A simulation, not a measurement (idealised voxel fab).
process module | voxel self aligned contacts
cross-section cut | 250 nm wide | cells 5 nm
A cross-section is a grid of square cells, given in bands from the top down. A band is one or more rows of cells.
Each band's line starts with the height of the band's top and of its bottom, in nm. Then come its materials from left to right, each with its width in nm. One material with "throughout" fills the band from edge to edge. "air" is empty space.
Height 0 is the level under which the wafer as received is all one material. The lowest band goes on downwards, as in "0 down".
A width such as "30 to 40" changes by the same amount from each row of cells to the next, from the band's top row to its bottom row.
"no change" after a step means that no cell of the cross-section changed.
closed voids: empty space of 8 cells or more with no open way to the top, each as width x height at its distance from the left edge, in nm
after a step's settings: what the simulator itself notes on the step
overlay nm, on a step with a mask: how far to the right of its planned place the mask lay; to the left if negative
Each pair below shows a cross-section before one step and the cross-section after it, down to the lowest band that changed. The line under each pair gives the step between them, with its settings. The pairs can come from different runs of this module on the same starting wafer, so a pair continues from the pair above only where its "before" says so.
before
  0 down: Si throughout
  closed voids: none
after
  5 to 0: SiO2 throughout
  below 0: unchanged
  closed voids: none
the step between: op CONFORMAL_DEP | material SiO2 | thk nm 5
before: the cross-section after the pair above
after
  35 to 5: polySi throughout
  below 5: unchanged
  closed voids: none
the step between: op DIRECTIONAL_DEP | material polySi | thk nm 30
before: the cross-section after the pair above
after
  50 to 35: SiN throughout
  below 35: unchanged
  closed voids: none
the step between: op DIRECTIONAL_DEP | material SiN | thk nm 15
before: the cross-section after the pair above
after
  65 to 50: air 45 | resist 35 | air 25 | resist 35 | air 25 | resist 35 | air 50
  below 50: unchanged
  closed voids: none
the step between: op PATTERN | tone cover | mask id GATE | material resist | width nm 35 | pitch nm 60 | thk nm 15 | overlay nm 0
before: the cross-section after the pair above
after
  65 to 50: air 45 | resist 35 | air 25 | resist 35 | air 25 | resist 35 | air 50
  50 to 35: air 45 | SiN 35 | air 25 | SiN 35 | air 25 | SiN 35 | air 50
  below 35: unchanged
  closed voids: none
the step between: op DIRECTIONAL_ETCH | etch materials SiN | depth nm 15
before: the cross-section after the pair above
after
  65 to 50: air 45 | resist 35 | air 25 | resist 35 | air 25 | resist 35 | air 50
  50 to 35: air 45 | SiN 35 | air 25 | SiN 35 | air 25 | SiN 35 | air 50
  35 to 5: air 45 | polySi 35 | air 25 | polySi 35 | air 25 | polySi 35 | air 50
  below 5: unchanged
  closed voids: none
the step between: op DIRECTIONAL_ETCH | etch materials polySi | depth nm 30
before: the cross-section after the pair above
after
  50 to 35: air 45 | SiN 35 | air 25 | SiN 35 | air 25 | SiN 35 | air 50
  below 35: unchanged
  closed voids: none
the step between: op STRIP | etch materials resist
before: the cross-section after the pair above
after
  55 to 35: air 40 | SiN 45 | air 15 | SiN 45 | air 15 | SiN 45 | air 45
  35 to 10: air 40 | SiN 5 | polySi 35 | SiN 5 | air 15 | SiN 5 | polySi 35 | SiN 5 | air 15 | SiN 5 | polySi 35 | SiN 5 | air 45
  10 to 5: SiN 45 | polySi 35 | SiN 25 | polySi 35 | SiN 25 | polySi 35 | SiN 50
  below 5: unchanged
  closed voids: none
the step between: op CONFORMAL_DEP | material SiN | thk nm 5
before: the cross-section after the pair above
after
  50 to 35: air 40 | SiN 45 | air 15 | SiN 45 | air 15 | SiN 45 | air 45
  35 to 5: air 40 | SiN 5 | polySi 35 | SiN 5 | air 15 | SiN 5 | polySi 35 | SiN 5 | air 15 | SiN 5 | polySi 35 | SiN 5 | air 45
  below 5: unchanged
  closed voids: none
the step between: op DIRECTIONAL_ETCH | etch materials SiN | depth nm 5
before: the cross-section after the pair above
after
  65 to 50: SiO2 throughout
  50 to 35: SiO2 40 | SiN 45 | SiO2 15 | SiN 45 | SiO2 15 | SiN 45 | SiO2 45
  35 to 5: SiO2 40 | SiN 5 | polySi 35 | SiN 5 | SiO2 15 | SiN 5 | polySi 35 | SiN 5 | SiO2 15 | SiN 5 | polySi 35 | SiN 5 | SiO2 45
  below 5: unchanged
  closed voids: none
the step between: op FILL_DEP | material SiO2 | thk nm 15
before: the cross-section after the pair above
after
  60 to 50: SiO2 throughout
  below 50: unchanged
  closed voids: none
the step between: op CMP | height nm 60
before: the cross-section after the pair above
after
  75 to 60: resist 75 | air 35 | resist 25 | air 35 | resist 80
  below 60: unchanged
  closed voids: none
the step between: op PATTERN | tone open | mask id CONTACT | material resist | width nm 35 | pitch nm 60 | thk nm 15 | overlay nm 0
before: the cross-section after the pair above
after
  75 to 60: resist 75 | air 35 | resist 25 | air 35 | resist 80
  60 to 50: SiO2 75 | air 35 | SiO2 25 | air 35 | SiO2 80
  50 to 35: SiO2 40 | SiN 45 | air 15 | SiN 45 | air 15 | SiN 45 | SiO2 45
  35 to 5: SiO2 40 | SiN 5 | polySi 35 | SiN 5 | air 15 | SiN 5 | polySi 35 | SiN 5 | air 15 | SiN 5 | polySi 35 | SiN 5 | SiO2 45
  5 to 0: SiO2 85 | air 15 | SiO2 45 | air 15 | SiO2 90
  below 0: unchanged
  closed voids: none
the step between: op DIRECTIONAL_ETCH | etch materials SiO2 | depth nm 60
before: the cross-section after the pair above
after
  60 to 50: SiO2 75 | air 35 | SiO2 25 | air 35 | SiO2 80
  below 50: unchanged
  closed voids: none
the step between: op STRIP | etch materials resist
before: the cross-section after the pair above
after
  65 to 60: TiN 80 | air 25 | TiN 35 | air 25 | TiN 85
  60 to 50: SiO2 75 | TiN 5 to 15 | air 25 to 5 | TiN 5 to 15 | SiO2 25 | TiN 5 to 15 | air 25 to 5 | TiN 5 to 15 | SiO2 80
  50 to 35: SiO2 40 | SiN 45 | TiN 5 | air 5 | TiN 5 | SiN 45 | TiN 5 | air 5 | TiN 5 | SiN 45 | SiO2 45
  35 to 5: SiO2 40 | SiN 5 | polySi 35 | SiN 5 | TiN 5 | air 5 | TiN 5 | SiN 5 | polySi 35 | SiN 5 | TiN 5 | air 5 | TiN 5 | SiN 5 | polySi 35 | SiN 5 | SiO2 45
  5 to 0: SiO2 85 | TiN 15 | SiO2 45 | TiN 15 | SiO2 90
  below 0: unchanged
  closed voids: none
the step between: op CONFORMAL_DEP | material TiN | thk nm 5
before: the cross-section after the pair above
after
  70 to 65: Ru throughout
  65 to 60: TiN 80 | Ru 25 | TiN 35 | Ru 25 | TiN 85
  60 to 50: SiO2 75 | TiN 5 to 15 | Ru 25 to 5 | TiN 5 to 15 | SiO2 25 | TiN 5 to 15 | Ru 25 to 5 | TiN 5 to 15 | SiO2 80
  50 to 35: SiO2 40 | SiN 45 | TiN 5 | Ru 5 | TiN 5 | SiN 45 | TiN 5 | Ru 5 | TiN 5 | SiN 45 | SiO2 45
  35 to 5: SiO2 40 | SiN 5 | polySi 35 | SiN 5 | TiN 5 | Ru 5 | TiN 5 | SiN 5 | polySi 35 | SiN 5 | TiN 5 | Ru 5 | TiN 5 | SiN 5 | polySi 35 | SiN 5 | SiO2 45
  below 5: unchanged
  closed voids: none
the step between: op FILL_DEP | material Ru | thk nm 5
before: the cross-section after the pair above
after
  60 to 50: SiO2 75 | TiN 5 to 15 | Ru 25 to 5 | TiN 5 to 15 | SiO2 25 | TiN 5 to 15 | Ru 25 to 5 | TiN 5 to 15 | SiO2 80
  below 50: unchanged
  closed voids: none
the step between: op CMP | height nm 60
before: the cross-section after the pair above
after
  65 to 60: SiCN throughout
  below 60: unchanged
  closed voids: none
the step between: op CONFORMAL_DEP | material SiCN | thk nm 5
before
  0 down: Si throughout
  closed voids: none
after
  30 to 0: polySi throughout
  below 0: unchanged
  closed voids: none
the step between: op DIRECTIONAL_DEP | material polySi | thk nm 30
before: the cross-section after the pair above
after
  45 to 30: SiN throughout
  below 30: unchanged
  closed voids: none
the step between: op DIRECTIONAL_DEP | material SiN | thk nm 15
before: the cross-section after the pair above
after
  60 to 45: air 45 | resist 35 | air 25 | resist 35 | air 25 | resist 35 | air 50
  below 45: unchanged
  closed voids: none
the step between: op PATTERN | tone cover | mask id GATE | material resist | width nm 35 | pitch nm 60 | thk nm 15 | overlay nm 0
before: the cross-section after the pair above
after
  60 to 45: air 45 | resist 35 | air 25 | resist 35 | air 25 | resist 35 | air 50
  45 to 30: air 45 | SiN 35 | air 25 | SiN 35 | air 25 | SiN 35 | air 50
  below 30: unchanged
  closed voids: none
the step between: op DIRECTIONAL_ETCH | etch materials SiN | depth nm 15
before: the cross-section after the pair above
after
  60 to 45: air 45 | resist 35 | air 25 | resist 35 | air 25 | resist 35 | air 50
  45 to 30: air 45 | SiN 35 | air 25 | SiN 35 | air 25 | SiN 35 | air 50
  30 to 0: air 45 | polySi 35 | air 25 | polySi 35 | air 25 | polySi 35 | air 50
  below 0: unchanged
  closed voids: none
the step between: op DIRECTIONAL_ETCH | etch materials polySi | depth nm 30
before: the cross-section after the pair above
after
  45 to 30: air 45 | SiN 35 | air 25 | SiN 35 | air 25 | SiN 35 | air 50
  below 30: unchanged
  closed voids: none
the step between: op STRIP | etch materials resist
before: the cross-section after the pair above
after
  50 to 30: air 40 | SiN 45 | air 15 | SiN 45 | air 15 | SiN 45 | air 45
  30 to 5: air 40 | SiN 5 | polySi 35 | SiN 5 | air 15 | SiN 5 | polySi 35 | SiN 5 | air 15 | SiN 5 | polySi 35 | SiN 5 | air 45
  5 to 0: SiN 45 | polySi 35 | SiN 25 | polySi 35 | SiN 25 | polySi 35 | SiN 50
  below 0: unchanged
  closed voids: none
the step between: op CONFORMAL_DEP | material SiN | thk nm 5
before: the cross-section after the pair above
after
  45 to 30: air 40 | SiN 45 | air 15 | SiN 45 | air 15 | SiN 45 | air 45
  30 to 0: air 40 | SiN 5 | polySi 35 | SiN 5 | air 15 | SiN 5 | polySi 35 | SiN 5 | air 15 | SiN 5 | polySi 35 | SiN 5 | air 45
  below 0: unchanged
  closed voids: none
the step between: op DIRECTIONAL_ETCH | etch materials SiN | depth nm 5
before: the cross-section after the pair above
after
  60 to 45: SiO2 throughout
  45 to 30: SiO2 40 | SiN 45 | SiO2 15 | SiN 45 | SiO2 15 | SiN 45 | SiO2 45
  30 to 0: SiO2 40 | SiN 5 | polySi 35 | SiN 5 | SiO2 15 | SiN 5 | polySi 35 | SiN 5 | SiO2 15 | SiN 5 | polySi 35 | SiN 5 | SiO2 45
  below 0: unchanged
  closed voids: none
the step between: op FILL_DEP | material SiO2 | thk nm 15
before: the cross-section after the pair above
after
  75 to 60: resist 75 | air 35 | resist 25 | air 35 | resist 80
  below 60: unchanged
  closed voids: none
the step between: op PATTERN | tone open | mask id CONTACT | material resist | width nm 35 | pitch nm 60 | thk nm 15 | overlay nm 0
before: the cross-section after the pair above
after
  75 to 60: resist 75 | air 35 | resist 25 | air 35 | resist 80
  60 to 45: SiO2 75 | air 35 | SiO2 25 | air 35 | SiO2 80
  45 to 30: SiO2 40 | SiN 45 | air 15 | SiN 45 | air 15 | SiN 45 | SiO2 45
  30 to 0: SiO2 40 | SiN 5 | polySi 35 | SiN 5 | air 15 | SiN 5 | polySi 35 | SiN 5 | air 15 | SiN 5 | polySi 35 | SiN 5 | SiO2 45
  below 0: unchanged
  closed voids: none
the step between: op DIRECTIONAL_ETCH | etch materials SiO2 | depth nm 60
before: the cross-section after the pair above
after
  60 to 45: SiO2 75 | air 35 | SiO2 25 | air 35 | SiO2 80
  below 45: unchanged
  closed voids: none
the step between: op STRIP | etch materials resist
before: the cross-section after the pair above
after
  65 to 60: TiN 80 | air 25 | TiN 35 | air 25 | TiN 85
  60 to 50: SiO2 75 | TiN 5 | air 25 | TiN 5 | SiO2 25 | TiN 5 | air 25 | TiN 5 | SiO2 80
  50 to 45: SiO2 75 | TiN 15 | air 5 | TiN 15 | SiO2 25 | TiN 15 | air 5 | TiN 15 | SiO2 80
  45 to 30: SiO2 40 | SiN 45 | TiN 5 | air 5 | TiN 5 | SiN 45 | TiN 5 | air 5 | TiN 5 | SiN 45 | SiO2 45
  30 to 5: SiO2 40 | SiN 5 | polySi 35 | SiN 5 | TiN 5 | air 5 | TiN 5 | SiN 5 | polySi 35 | SiN 5 | TiN 5 | air 5 | TiN 5 | SiN 5 | polySi 35 | SiN 5 | SiO2 45
  5 to 0: SiO2 40 | SiN 5 | polySi 35 | SiN 5 | TiN 15 | SiN 5 | polySi 35 | SiN 5 | TiN 15 | SiN 5 | polySi 35 | SiN 5 | SiO2 45
  below 0: unchanged
  closed voids: none
the step between: op CONFORMAL_DEP | material TiN | thk nm 5
before: the cross-section after the pair above
after
  70 to 65: Ru throughout
  65 to 60: TiN 80 | Ru 25 | TiN 35 | Ru 25 | TiN 85
  60 to 50: SiO2 75 | TiN 5 | Ru 25 | TiN 5 | SiO2 25 | TiN 5 | Ru 25 | TiN 5 | SiO2 80
  50 to 45: SiO2 75 | TiN 15 | Ru 5 | TiN 15 | SiO2 25 | TiN 15 | Ru 5 | TiN 15 | SiO2 80
  45 to 30: SiO2 40 | SiN 45 | TiN 5 | Ru 5 | TiN 5 | SiN 45 | TiN 5 | Ru 5 | TiN 5 | SiN 45 | SiO2 45
  30 to 5: SiO2 40 | SiN 5 | polySi 35 | SiN 5 | TiN 5 | Ru 5 | TiN 5 | SiN 5 | polySi 35 | SiN 5 | TiN 5 | Ru 5 | TiN 5 | SiN 5 | polySi 35 | SiN 5 | SiO2 45
  below 5: unchanged
  closed voids: none
the step between: op FILL_DEP | material Ru | thk nm 5
before: the cross-section after the pair above
after
  60 to 50: SiO2 75 | TiN 5 | Ru 25 | TiN 5 | SiO2 25 | TiN 5 | Ru 25 | TiN 5 | SiO2 80
  below 50: unchanged
  closed voids: none
the step between: op CMP | height nm 60
before: the cross-section after the pair above
after
  65 to 60: SiCN throughout
  below 60: unchanged
  closed voids: none
the step between: op CONFORMAL_DEP | material SiCN | thk nm 5
before
  50 to 35: SiN throughout
  35 to 5: polySi throughout
  5 to 0: SiO2 throughout
  0 down: Si throughout
  closed voids: none
after
  65 to 35: SiN throughout
  below 35: unchanged
  closed voids: none
the step between: op DIRECTIONAL_DEP | material SiN | thk nm 15
before: the cross-section after the pair above
after
  80 to 65: air 45 | resist 35 | air 25 | resist 35 | air 25 | resist 35 | air 50
  below 65: unchanged
  closed voids: none
the step between: op PATTERN | tone cover | mask id GATE | material resist | width nm 35 | pitch nm 60 | thk nm 15 | overlay nm 0
before: the cross-section after the pair above
after
  80 to 65: air 45 | resist 35 | air 25 | resist 35 | air 25 | resist 35 | air 50
  65 to 50: air 45 | SiN 35 | air 25 | SiN 35 | air 25 | SiN 35 | air 50
  below 50: unchanged
  closed voids: none
the step between: op DIRECTIONAL_ETCH | etch materials SiN | depth nm 15
before: the cross-section after the pair above
after
  65 to 50: air 45 | SiN 35 | air 25 | SiN 35 | air 25 | SiN 35 | air 50
  below 50: unchanged
  closed voids: none
the step between: op STRIP | etch materials resist
before: the cross-section after the pair above
after
  70 to 55: air 40 | SiN 45 | air 15 | SiN 45 | air 15 | SiN 45 | air 45
  55 to 35: SiN throughout
  below 35: unchanged
  closed voids: none
the step between: op CONFORMAL_DEP | material SiN | thk nm 5
before: the cross-section after the pair above
after
  65 to 50: air 40 | SiN 45 | air 15 | SiN 45 | air 15 | SiN 45 | air 45
  below 50: unchanged
  closed voids: none
the step between: op DIRECTIONAL_ETCH | etch materials SiN | depth nm 5
before: the cross-section after the pair above
after
  80 to 65: SiO2 throughout
  65 to 50: SiO2 40 | SiN 45 | SiO2 15 | SiN 45 | SiO2 15 | SiN 45 | SiO2 45
  below 50: unchanged
  closed voids: none
the step between: op FILL_DEP | material SiO2 | thk nm 15
before: the cross-section after the pair above
after
  60 to 50: SiO2 40 | SiN 45 | SiO2 15 | SiN 45 | SiO2 15 | SiN 45 | SiO2 45
  below 50: unchanged
  closed voids: none
the step between: op CMP | height nm 60
before: the cross-section after the pair above
after
  75 to 60: resist 75 | air 35 | resist 25 | air 35 | resist 80
  below 60: unchanged
  closed voids: none
the step between: op PATTERN | tone open | mask id CONTACT | material resist | width nm 35 | pitch nm 60 | thk nm 15 | overlay nm 0
before: the cross-section after the pair above
after
  75 to 60: resist 75 | air 35 | resist 25 | air 35 | resist 80
  60 to 50: SiO2 40 | SiN 45 | air 15 | SiN 45 | air 15 | SiN 45 | SiO2 45
  below 50: unchanged
  closed voids: none
the step between: op DIRECTIONAL_ETCH | etch materials SiO2 | depth nm 60
before: the cross-section after the pair above
after
  60 to 50: SiO2 40 | SiN 45 | air 15 | SiN 45 | air 15 | SiN 45 | SiO2 45
  below 50: unchanged
  closed voids: none
the step between: op STRIP | etch materials resist
before: the cross-section after the pair above
after
  65 to 60: TiN 90 | air 5 | TiN 55 | air 5 | TiN 95
  60 to 55: SiO2 40 | SiN 45 | TiN 5 | air 5 | TiN 5 | SiN 45 | TiN 5 | air 5 | TiN 5 | SiN 45 | SiO2 45
  55 to 50: SiO2 40 | SiN 45 | TiN 15 | SiN 45 | TiN 15 | SiN 45 | SiO2 45
  below 50: unchanged
  closed voids: none
the step between: op CONFORMAL_DEP | material TiN | thk nm 5
before: the cross-section after the pair above
after
  70 to 65: Ru throughout
  65 to 60: TiN 90 | Ru 5 | TiN 55 | Ru 5 | TiN 95
  60 to 55: SiO2 40 | SiN 45 | TiN 5 | Ru 5 | TiN 5 | SiN 45 | TiN 5 | Ru 5 | TiN 5 | SiN 45 | SiO2 45
  below 55: unchanged
  closed voids: none
the step between: op FILL_DEP | material Ru | thk nm 5
before: the cross-section after the pair above
after
  60 to 55: SiO2 40 | SiN 45 | TiN 5 | Ru 5 | TiN 5 | SiN 45 | TiN 5 | Ru 5 | TiN 5 | SiN 45 | SiO2 45
  below 55: unchanged
  closed voids: none
the step between: op CMP | height nm 60
before: the cross-section after the pair above
after
  65 to 60: SiCN throughout
  below 60: unchanged
  closed voids: none
the step between: op CONFORMAL_DEP | material SiCN | thk nm 5
before
  50 to 35: air 45 | SiN 35 | air 25 | SiN 35 | air 25 | SiN 35 | air 50
  35 to 5: air 45 | polySi 35 | air 25 | polySi 35 | air 25 | polySi 35 | air 50
  5 to 0: SiO2 throughout
  0 down: Si throughout
  closed voids: none
after
  45 to 35: air 45 | SiN 35 | air 25 | SiN 35 | air 25 | SiN 35 | air 50
  below 35: unchanged
  closed voids: none
the step between: op DIRECTIONAL_ETCH | etch materials SiN | depth nm 5
before: the cross-section after the pair above
after
  50 to 35: air 40 | SiN 45 | air 15 | SiN 45 | air 15 | SiN 45 | air 45
  35 to 10: air 40 | SiN 5 | polySi 35 | SiN 5 | air 15 | SiN 5 | polySi 35 | SiN 5 | air 15 | SiN 5 | polySi 35 | SiN 5 | air 45
  10 to 5: SiN 45 | polySi 35 | SiN 25 | polySi 35 | SiN 25 | polySi 35 | SiN 50
  below 5: unchanged
  closed voids: none
the step between: op CONFORMAL_DEP | material SiN | thk nm 5
before: the cross-section after the pair above
after
  65 to 50: SiO2 throughout
  50 to 35: SiO2 40 | SiN 45 | SiO2 15 | SiN 45 | SiO2 15 | SiN 45 | SiO2 45
  35 to 10: SiO2 40 | SiN 5 | polySi 35 | SiN 5 | SiO2 15 | SiN 5 | polySi 35 | SiN 5 | SiO2 15 | SiN 5 | polySi 35 | SiN 5 | SiO2 45
  below 10: unchanged
  closed voids: none
the step between: op FILL_DEP | material SiO2 | thk nm 15
before: the cross-section after the pair above
after
  60 to 50: SiO2 throughout
  below 50: unchanged
  closed voids: none
the step between: op CMP | height nm 60
before: the cross-section after the pair above
after
  75 to 60: resist 75 | air 35 | resist 25 | air 35 | resist 80
  below 60: unchanged
  closed voids: none
the step between: op PATTERN | tone open | mask id CONTACT | material resist | width nm 35 | pitch nm 60 | thk nm 15 | overlay nm 0
before: the cross-section after the pair above
after
  75 to 60: resist 75 | air 35 | resist 25 | air 35 | resist 80
  60 to 50: SiO2 75 | air 35 | SiO2 25 | air 35 | SiO2 80
  50 to 35: SiO2 40 | SiN 45 | air 15 | SiN 45 | air 15 | SiN 45 | SiO2 45
  35 to 10: SiO2 40 | SiN 5 | polySi 35 | SiN 5 | air 15 | SiN 5 | polySi 35 | SiN 5 | air 15 | SiN 5 | polySi 35 | SiN 5 | SiO2 45
  below 10: unchanged
  closed voids: none
the step between: op DIRECTIONAL_ETCH | etch materials SiO2 | depth nm 60
before: the cross-section after the pair above
after
  60 to 50: SiO2 75 | air 35 | SiO2 25 | air 35 | SiO2 80
  below 50: unchanged
  closed voids: none
the step between: op STRIP | etch materials resist
before: the cross-section after the pair above
after
  65 to 60: TiN 80 | air 25 | TiN 35 | air 25 | TiN 85
  60 to 50: SiO2 75 | TiN 5 to 15 | air 25 to 5 | TiN 5 to 15 | SiO2 25 | TiN 5 to 15 | air 25 to 5 | TiN 5 to 15 | SiO2 80
  50 to 35: SiO2 40 | SiN 45 | TiN 5 | air 5 | TiN 5 | SiN 45 | TiN 5 | air 5 | TiN 5 | SiN 45 | SiO2 45
  35 to 15: SiO2 40 | SiN 5 | polySi 35 | SiN 5 | TiN 5 | air 5 | TiN 5 | SiN 5 | polySi 35 | SiN 5 | TiN 5 | air 5 | TiN 5 | SiN 5 | polySi 35 | SiN 5 | SiO2 45
  15 to 10: SiO2 40 | SiN 5 | polySi 35 | SiN 5 | TiN 15 | SiN 5 | polySi 35 | SiN 5 | TiN 15 | SiN 5 | polySi 35 | SiN 5 | SiO2 45
  below 10: unchanged
  closed voids: none
the step between: op CONFORMAL_DEP | material TiN | thk nm 5
before: the cross-section after the pair above
after
  70 to 65: Ru throughout
  65 to 60: TiN 80 | Ru 25 | TiN 35 | Ru 25 | TiN 85
  60 to 50: SiO2 75 | TiN 5 to 15 | Ru 25 to 5 | TiN 5 to 15 | SiO2 25 | TiN 5 to 15 | Ru 25 to 5 | TiN 5 to 15 | SiO2 80
  50 to 35: SiO2 40 | SiN 45 | TiN 5 | Ru 5 | TiN 5 | SiN 45 | TiN 5 | Ru 5 | TiN 5 | SiN 45 | SiO2 45
  35 to 15: SiO2 40 | SiN 5 | polySi 35 | SiN 5 | TiN 5 | Ru 5 | TiN 5 | SiN 5 | polySi 35 | SiN 5 | TiN 5 | Ru 5 | TiN 5 | SiN 5 | polySi 35 | SiN 5 | SiO2 45
  below 15: unchanged
  closed voids: none
the step between: op FILL_DEP | material Ru | thk nm 5
before: the cross-section after the pair above
after
  60 to 50: SiO2 75 | TiN 5 to 15 | Ru 25 to 5 | TiN 5 to 15 | SiO2 25 | TiN 5 to 15 | Ru 25 to 5 | TiN 5 to 15 | SiO2 80
  below 50: unchanged
  closed voids: none
the step between: op CMP | height nm 60
before: the cross-section after the pair above
after
  65 to 60: SiCN throughout
  below 60: unchanged
  closed voids: none
the step between: op CONFORMAL_DEP | material SiCN | thk nm 5
before
  65 to 50: SiO2 throughout
  50 to 35: SiO2 40 | SiN 45 | SiO2 15 | SiN 45 | SiO2 15 | SiN 45 | SiO2 45
  35 to 5: SiO2 40 | SiN 5 | polySi 35 | SiN 5 | SiO2 15 | SiN 5 | polySi 35 | SiN 5 | SiO2 15 | SiN 5 | polySi 35 | SiN 5 | SiO2 45
  5 to 0: SiO2 throughout
  0 down: Si throughout
  closed voids: none
after
  50 to 35: SiO2 40 | SiN 45 | SiO2 15 | SiN 45 | SiO2 15 | SiN 45 | SiO2 45
  below 35: unchanged
  closed voids: none
the step between: op CMP | height nm 50
before: the cross-section after the pair above
after
  65 to 50: resist 75 | air 35 | resist 25 | air 35 | resist 80
  below 50: unchanged
  closed voids: none
the step between: op PATTERN | tone open | mask id CONTACT | material resist | width nm 35 | pitch nm 60 | thk nm 15 | overlay nm 0
before: the cross-section after the pair above
after
  65 to 50: resist 75 | air 35 | resist 25 | air 35 | resist 80
  50 to 35: SiO2 40 | SiN 45 | air 15 | SiN 45 | air 15 | SiN 45 | SiO2 45
  35 to 5: SiO2 40 | SiN 5 | polySi 35 | SiN 5 | air 15 | SiN 5 | polySi 35 | SiN 5 | air 15 | SiN 5 | polySi 35 | SiN 5 | SiO2 45
  5 to 0: SiO2 85 | air 15 | SiO2 45 | air 15 | SiO2 90
  below 0: unchanged
  closed voids: none
the step between: op DIRECTIONAL_ETCH | etch materials SiO2 | depth nm 60
before: the cross-section after the pair above
after
  50 to 35: SiO2 40 | SiN 45 | air 15 | SiN 45 | air 15 | SiN 45 | SiO2 45
  below 35: unchanged
  closed voids: none
the step between: op STRIP | etch materials resist
before: the cross-section after the pair above
after
  55 to 50: TiN 90 | air 5 | TiN 55 | air 5 | TiN 95
  50 to 35: SiO2 40 | SiN 45 | TiN 5 | air 5 | TiN 5 | SiN 45 | TiN 5 | air 5 | TiN 5 | SiN 45 | SiO2 45
  35 to 5: SiO2 40 | SiN 5 | polySi 35 | SiN 5 | TiN 5 | air 5 | TiN 5 | SiN 5 | polySi 35 | SiN 5 | TiN 5 | air 5 | TiN 5 | SiN 5 | polySi 35 | SiN 5 | SiO2 45
  5 to 0: SiO2 85 | TiN 15 | SiO2 45 | TiN 15 | SiO2 90
  below 0: unchanged
  closed voids: none
the step between: op CONFORMAL_DEP | material TiN | thk nm 5
before: the cross-section after the pair above
after
  60 to 55: Ru throughout
  55 to 50: TiN 90 | Ru 5 | TiN 55 | Ru 5 | TiN 95
  50 to 35: SiO2 40 | SiN 45 | TiN 5 | Ru 5 | TiN 5 | SiN 45 | TiN 5 | Ru 5 | TiN 5 | SiN 45 | SiO2 45
  35 to 5: SiO2 40 | SiN 5 | polySi 35 | SiN 5 | TiN 5 | Ru 5 | TiN 5 | SiN 5 | polySi 35 | SiN 5 | TiN 5 | Ru 5 | TiN 5 | SiN 5 | polySi 35 | SiN 5 | SiO2 45
  below 5: unchanged
  closed voids: none
the step between: op FILL_DEP | material Ru | thk nm 5
before: the cross-section after the pair above
after
  65 to 60: SiCN throughout
  below 60: unchanged
  closed voids: none
the step between: op CONFORMAL_DEP | material SiCN | thk nm 5
before
  60 to 50: SiO2 throughout
  50 to 35: SiO2 40 | SiN 45 | SiO2 15 | SiN 45 | SiO2 15 | SiN 45 | SiO2 45
  35 to 5: SiO2 40 | SiN 5 | polySi 35 | SiN 5 | SiO2 15 | SiN 5 | polySi 35 | SiN 5 | SiO2 15 | SiN 5 | polySi 35 | SiN 5 | SiO2 45
  5 to 0: SiO2 throughout
  0 down: Si throughout
  closed voids: none
after
  75 to 60: resist 75 | air 40 | resist 20 | air 40 | resist 75
  below 60: unchanged
  closed voids: none
the step between: op PATTERN | tone open | mask id CONTACT | material resist | width nm 40 | pitch nm 60 | thk nm 15 | overlay nm 0
before: the cross-section after the pair above
after
  75 to 60: resist 75 | air 40 | resist 20 | air 40 | resist 75
  60 to 50: SiO2 75 | air 40 | SiO2 20 | air 40 | SiO2 75
  50 to 35: SiO2 40 | SiN 45 | air 15 | SiN 45 | air 15 | SiN 45 | SiO2 45
  35 to 5: SiO2 40 | SiN 5 | polySi 35 | SiN 5 | air 15 | SiN 5 | polySi 35 | SiN 5 | air 15 | SiN 5 | polySi 35 | SiN 5 | SiO2 45
  5 to 0: SiO2 85 | air 15 | SiO2 45 | air 15 | SiO2 90
  below 0: unchanged
  closed voids: none
the step between: op DIRECTIONAL_ETCH | etch materials SiO2 | depth nm 60
before: the cross-section after the pair above
after
  60 to 50: SiO2 75 | air 40 | SiO2 20 | air 40 | SiO2 75
  below 50: unchanged
  closed voids: none
the step between: op STRIP | etch materials resist
before: the cross-section after the pair above
after
  65 to 60: TiN 80 | air 30 | TiN 30 | air 30 | TiN 80
  60 to 50: SiO2 75 | TiN 5 to 15 | air 30 to 5 | TiN 5 to 20 | SiO2 20 | TiN 5 to 15 | air 30 to 5 | TiN 5 to 20 | SiO2 75
  50 to 35: SiO2 40 | SiN 45 | TiN 5 | air 5 | TiN 5 | SiN 45 | TiN 5 | air 5 | TiN 5 | SiN 45 | SiO2 45
  35 to 5: SiO2 40 | SiN 5 | polySi 35 | SiN 5 | TiN 5 | air 5 | TiN 5 | SiN 5 | polySi 35 | SiN 5 | TiN 5 | air 5 | TiN 5 | SiN 5 | polySi 35 | SiN 5 | SiO2 45
  5 to 0: SiO2 85 | TiN 15 | SiO2 45 | TiN 15 | SiO2 90
  below 0: unchanged
  closed voids: none
the step between: op CONFORMAL_DEP | material TiN | thk nm 5
before: the cross-section after the pair above
after
  70 to 65: Ru throughout
  65 to 60: TiN 80 | Ru 30 | TiN 30 | Ru 30 | TiN 80
  60 to 50: SiO2 75 | TiN 5 to 15 | Ru 30 to 5 | TiN 5 to 20 | SiO2 20 | TiN 5 to 15 | Ru 30 to 5 | TiN 5 to 20 | SiO2 75
  50 to 35: SiO2 40 | SiN 45 | TiN 5 | Ru 5 | TiN 5 | SiN 45 | TiN 5 | Ru 5 | TiN 5 | SiN 45 | SiO2 45
  35 to 5: SiO2 40 | SiN 5 | polySi 35 | SiN 5 | TiN 5 | Ru 5 | TiN 5 | SiN 5 | polySi 35 | SiN 5 | TiN 5 | Ru 5 | TiN 5 | SiN 5 | polySi 35 | SiN 5 | SiO2 45
  below 5: unchanged
  closed voids: none
the step between: op FILL_DEP | material Ru | thk nm 5
before: the cross-section after the pair above
after
  60 to 50: SiO2 75 | TiN 5 to 15 | Ru 30 to 5 | TiN 5 to 20 | SiO2 20 | TiN 5 to 15 | Ru 30 to 5 | TiN 5 to 20 | SiO2 75
  below 50: unchanged
  closed voids: none
the step between: op CMP | height nm 60
before: the cross-section after the pair above
after
  65 to 60: SiCN throughout
  below 60: unchanged
  closed voids: none
the step between: op CONFORMAL_DEP | material SiCN | thk nm 5
before
  60 to 50: SiO2 throughout
  50 to 35: SiO2 40 | SiN 45 | SiO2 15 | SiN 45 | SiO2 15 | SiN 45 | SiO2 45
  35 to 5: SiO2 40 | SiN 5 | polySi 35 | SiN 5 | SiO2 15 | SiN 5 | polySi 35 | SiN 5 | SiO2 15 | SiN 5 | polySi 35 | SiN 5 | SiO2 45
  5 to 0: SiO2 throughout
  0 down: Si throughout
  closed voids: none
after
  75 to 60: resist 85 | air 35 | resist 25 | air 35 | resist 70
  below 60: unchanged
  closed voids: none
the step between: op PATTERN | tone open | mask id CONTACT | material resist | width nm 35 | pitch nm 60 | thk nm 15 | overlay nm 10
